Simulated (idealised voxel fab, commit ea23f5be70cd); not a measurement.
process module | voxel transistor to metal
Displayed cross-section: cut, width of 295 nm, square cells sized 5 nm.
A cross-section is a grid of square cells, given in bands from the top down. A band is one or more rows of cells.
Heads up on the band format: heights come first, top then bottom, in nm. After that it's the materials left to right, each with its width in nm. A single material flagged "all across" fills the whole band edge to edge, and "blank" means there's empty space there.
Height datum 0, below which the as-received substrate wafer is one material. Lowest band open at the bottom, running downward: "0 -> down".
Graded width ("30->40"): value in top row of band = first number; value in bottom row = second number; row-to-row change constant.
Key: "no change occurred" - step with no changed cell in the cross-section.
Empty spaces counting at least 8 cells and having no open way to the top are listed in "Sealed void list". The notation width x height at distance is used for each, the distance being from the left edge and all three values in nm.
after a step's settings: what the simulator itself notes on the step
overlay nm: step with mask; distance mask lay right of planned place; negative value = left of planned place.
## List of planned process steps
| 1 | RECEIVE: material Si |
| 2 | OXIDIZE: depth nm 5 |
| 3 | CONFORMAL_DEP: material SiN, thk nm 15 |
| 4 | DIRECTIONAL_DEP: material aC, thk nm 10 |
| 5 | PATTERN: tone cover, mask id ACTIVE, material resist, width nm 95, pitch nm 125, thk nm 30, overlay nm 0 |
| 6 | DIRECTIONAL_ETCH: etch materials aC, depth nm 10 |
| 7 | STRIP: etch materials resist |
| 8 | DIRECTIONAL_ETCH: etch materials SiN, depth nm 15 |
| 9 | DIRECTIONAL_ETCH: etch materials SiO2, depth nm 5 |
| 10 | DIRECTIONAL_ETCH: etch materials Si, depth nm 35 |
| 11 | STRIP: etch materials aC |
| 12 | OXIDIZE: depth nm 5 |
| 13 | FILL_DEP: material SiO2, thk nm 15 |
| 14 | CMP: height nm 15 |
| 15 | SELECTIVE_ETCH: etch materials SiO2, depth nm 5 |
| 16 | STRIP: etch materials SiN |
| 17 | SELECTIVE_ETCH: etch materials SiO2, depth nm 5 |
| 18 | OXIDIZE: depth nm 5 |
| 19 | DIRECTIONAL_DEP: material polySi, thk nm 30 |
| 20 | DIRECTIONAL_DEP: material SiCN, thk nm 15 |
| 21 | MASKED_ETCH: tone cover, mask id GATE, width nm 15, pitch nm 125, etch materials SiCN, depth nm 25, overlay nm 0 |
| 22 | MASKED_ETCH: tone cover, mask id GATE, width nm 25, pitch nm 125, etch materials polySi, depth nm 40, overlay nm 0 |
| 23 | CONFORMAL_DEP: material SiN, thk nm 5 |
| 24 | DIRECTIONAL_ETCH: etch materials SiN, depth nm 5 |
| 25 | DIRECTIONAL_ETCH: etch materials SiO2, depth nm 5 |
| 26 | EPI: material nSi, thk nm 5 |
| 27 | FILL_DEP: material SiO2, thk nm 5 |
| 28 | CMP: height nm 40 |
| 29 | DIRECTIONAL_DEP: material SiO2, thk nm 10 |
| 30 | DIRECTIONAL_DEP: material aC, thk nm 10 |
| 31 | PATTERN: tone open, mask id CONTACT, material resist, width nm 25, thk nm 30, overlay nm 0 |
| 32 | DIRECTIONAL_ETCH: etch materials aC, depth nm 10 |
| 33 | STRIP: etch materials resist |
| 34 | DIRECTIONAL_ETCH: etch materials SiO2, depth nm 55 |
| 35 | STRIP: etch materials aC |
| 36 | CONFORMAL_DEP: material TiN, thk nm 5 |
| 37 | FILL_DEP: material Ru, thk nm 10 |
| 38 | CMP: height nm 50 |
| 39 | DIRECTIONAL_DEP: material TiN, thk nm 5 |
| 40 | DIRECTIONAL_DEP: material W, thk nm 15 |
| 41 | DIRECTIONAL_DEP: material aC, thk nm 15 |
| 42 | PATTERN: tone cover, mask id METAL_1, material resist, width nm 15, thk nm 35, overlay nm 0 |
| 43 | DIRECTIONAL_ETCH: etch materials aC, depth nm 15 |
| 44 | STRIP: etch materials resist |
| 45 | DIRECTIONAL_ETCH: etch materials W, depth nm 15 |
| 46 | DIRECTIONAL_ETCH: etch materials TiN, depth nm 5 |
| 47 | STRIP: etch materials aC |
| 48 | FILL_DEP: material SiO2, thk nm 5 |
| 49 | CMP: height nm 70 |
| 50 | CONFORMAL_DEP: material SiN, thk nm 5 |
The width nm used in step 21 is not the same on every wafer, whereas the starting condition is; the value printed in the plan is the first wafer's.
## The first of several wafers as received, shown in cross-section; this is its state after step 1
- 0 -> down: Si all across
- Sealed void list: none
## Heads up, this table goes wafer by wafer. A row tells you, at the end of the module, how many cells of each material that wafer has put on (+) or dropped (-) since it was received, and then its closed voids
width nm 15, +120 Ru, -293 Si, +18 SiCN, +103 SiN, +705 SiO2, +112 TiN, +36 W, +24 nSi, +60 polySi, Sealed void list: none
width nm 20, +120 Ru, -293 Si, +24 SiCN, +103 SiN, +699 SiO2, +112 TiN, +36 W, +24 nSi, +60 polySi, Sealed void list: none
width nm 25, +120 Ru, -293 Si, +30 SiCN, +103 SiN, +693 SiO2, +112 TiN, +36 W, +24 nSi, +60 polySi, Sealed void list: none
width nm 30, +102 Ru, -293 Si, +36 SiCN, +103 SiN, +695 SiO2, +112 TiN, +36 W, +22 nSi, +72 polySi, Sealed void list: none
width nm 35, +84 Ru, -293 Si, +42 SiCN, +103 SiN, +697 SiO2, +112 TiN, +36 W, +20 nSi, +84 polySi, Sealed void list: none
width nm 40, +66 Ru, -293 Si, +48 SiCN, +103 SiN, +699 SiO2, +112 TiN, +36 W, +18 nSi, +96 polySi, Sealed void list: none
